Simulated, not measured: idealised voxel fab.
The document below concerns the process module designated voxel self aligned vias.
For reference, the cross-section in this document is cut, with width 200 nm and square cells of 5 nm.
If you're reading a cross-section in this doc, picture square cells in a grid; it comes to you as bands, top ones listed first down to the bottom, and a band can be one or more rows of cells.
Band entry format. Leading values: height of top, height of bottom, nm. Remainder: materials in left-to-right order, each with its width in nm. Special words: "everywhere" on a single material, which then fills the band edge to edge; "empty", empty space.
The reference from which all heights are counted is 0, the level beneath which the as-received wafer is entirely one material; the lowest band, having no lower bound, proceeds downward and is written after the example "from 0 down".
When a width is written as two numbers, as in "30->40", the first number is the width in the top row of cells of the band and the second is the width in its bottom row, and the width changes by the same amount from each row to the next.
Given "remained unchanged" for a step, no cell of the cross-section differs between before and after that step.
Empty spaces counting at least 8 cells and having no open way to the top are listed in "Voids, enclosed". The notation width x height at distance is used for each, the distance being from the left edge and all three values in nm.
Whatever follows a step's settings on its line is a remark the simulator itself makes about that step.
"overlay nm", when on a step's line for a step with a mask, measures how far to the right of its planned place the mask lay; a negative measure means to the left.
Planned step list for the process
| 1 | RECEIVE (material Si) |
| 2 | CONFORMAL_DEP (material SiO2; thk nm 10) |
| 3 | CONFORMAL_DEP (material SiCN; thk nm 5) |
| 4 | DIRECTIONAL_DEP (material SiO2; thk nm 30) |
| 5 | PATTERN (tone open; mask id LINES; material resist; width nm 30; pitch nm 70; thk nm 15; overlay nm 0) |
| 6 | DIRECTIONAL_ETCH (etch materials SiO2; depth nm 30) |
| 7 | STRIP (etch materials resist) |
| 8 | CONFORMAL_DEP (material TiN; thk nm 5) |
| 9 | FILL_DEP (material Ru; thk nm 10) |
| 10 | CMP (height nm 45) |
| 11 | SELECTIVE_ETCH (etch materials W Ru TiN; depth nm 5) |
| 12 | FILL_DEP (material SiN; thk nm 5) |
| 13 | CMP (height nm 45) |
| 14 | DIRECTIONAL_DEP (material SiO2; thk nm 20) |
| 15 | PATTERN (tone open; mask id VIAS; material resist; width nm 50; pitch nm 70; thk nm 15; overlay nm 0) |
| 16 | DIRECTIONAL_ETCH (etch materials SiO2; depth nm 20) |
| 17 | DIRECTIONAL_ETCH (etch materials SiN; depth nm 5) |
| 18 | STRIP (etch materials resist) |
| 19 | CONFORMAL_DEP (material TiN; thk nm 5) |
| 20 | FILL_DEP (material W; thk nm 5) |
| 21 | CMP (height nm 65) |
| 22 | CONFORMAL_DEP (material SiCN; thk nm 5) |
Wafer as received: cross-section following step 1
> from 0 down: Si everywhere
> Voids, enclosed: none
One mistake in running the module, otherwise start and plan as above: cross-section at the end
> from 70 to 65: SiCN everywhere
> from 65 to 45: SiO2 40 / TiN 5 / W 40 / TiN 5 / SiO2 20 / TiN 5 / W 40 / TiN 5 / SiO2 40
> from 45 to 40: SiN 40 / TiN 50 / SiN 20 / TiN 50 / SiN 40
> from 40 to 35: TiN 55 / Ru 20 / TiN 50 / Ru 20 / TiN 55
> from 35 to 10: SiO2 50 / TiN 5 / Ru 20 / TiN 5 / SiO2 40 / TiN 5 / Ru 20 / TiN 5 / SiO2 50
> from 10 to 5: SiO2 50 / TiN 30 / SiO2 40 / TiN 30 / SiO2 50
> from 5 to 0: SiCN everywhere
> from 0 down: Si everywhere
> Voids, enclosed: none
What was done differently from what was planned? step 2 of the plan was jumped over and never run
